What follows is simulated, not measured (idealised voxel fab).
This is a process module. Its name is voxel spacer lines.
This is section cut - it's 225 nm across, gridded in 5 nm square cells.
If you're reading a cross-section in this doc, picture square cells in a grid; it comes to you as bands, top ones listed first down to the bottom, and a band can be one or more rows of cells.
Band: top and bottom heights (nm) first, top before bottom; then materials from left to right, widths in nm. "all across" marks a sole material filling the band edge to edge. "blank" denotes empty space.
Heights are measured from 0, the level below which the as-received wafer is all one material; the lowest band has no bottom and continues downward, written as in "from 0 down".
Top row gets the first number, bottom row gets the second, and each row in between changes by the same step: that is how a band width like "30..40" works.
"no change occurred" after a step means that no cell of the cross-section changed.
In "Closed-off voids" the enclosed voids are listed, meaning empty spaces of 8 cells or larger without any opening to the top. The form is width x height at distance, distance from the left edge, units nm.
Anything after a step's settings on that line? It's the simulator's own note about the step.
"overlay nm" on a masked step: distance the mask lay right of its planned place, negative for left.
# plan
1,RECEIVE,material Si
2,CONFORMAL_DEP,material Al2O3,thk nm 10
3,DIRECTIONAL_DEP,material TiN,thk nm 10
4,DIRECTIONAL_DEP,material polySi,thk nm 30
5,PATTERN,tone cover,mask id MANDREL,material resist,width nm 25,pitch nm 70,thk nm 40,overlay nm 0
6,DIRECTIONAL_ETCH,etch materials polySi,depth nm 30
7,STRIP,etch materials resist
8,CONFORMAL_DEP,material SiO2,thk nm 10
9,DIRECTIONAL_ETCH,etch materials SiO2,depth nm 10
10,STRIP,etch materials polySi
11,DIRECTIONAL_ETCH,etch materials TiN,depth nm 10
12,STRIP,etch materials SiO2
# Cross-section: wafer on arrival = after step 1
* from 0 down = Si all across
* Closed-off voids: none
# Wafer at module end, in section. Began as above, planned as above, run with one mistake
* from 40 to 10 = polySi all across
* from 10 to 0 = Al2O3 all across
* from 0 down = Si all across
* Closed-off voids: none
In executing the process, a mistake was made relative to the plan: so 3 and 4 got swapped relative to the plan, each ran where the other was supposed to
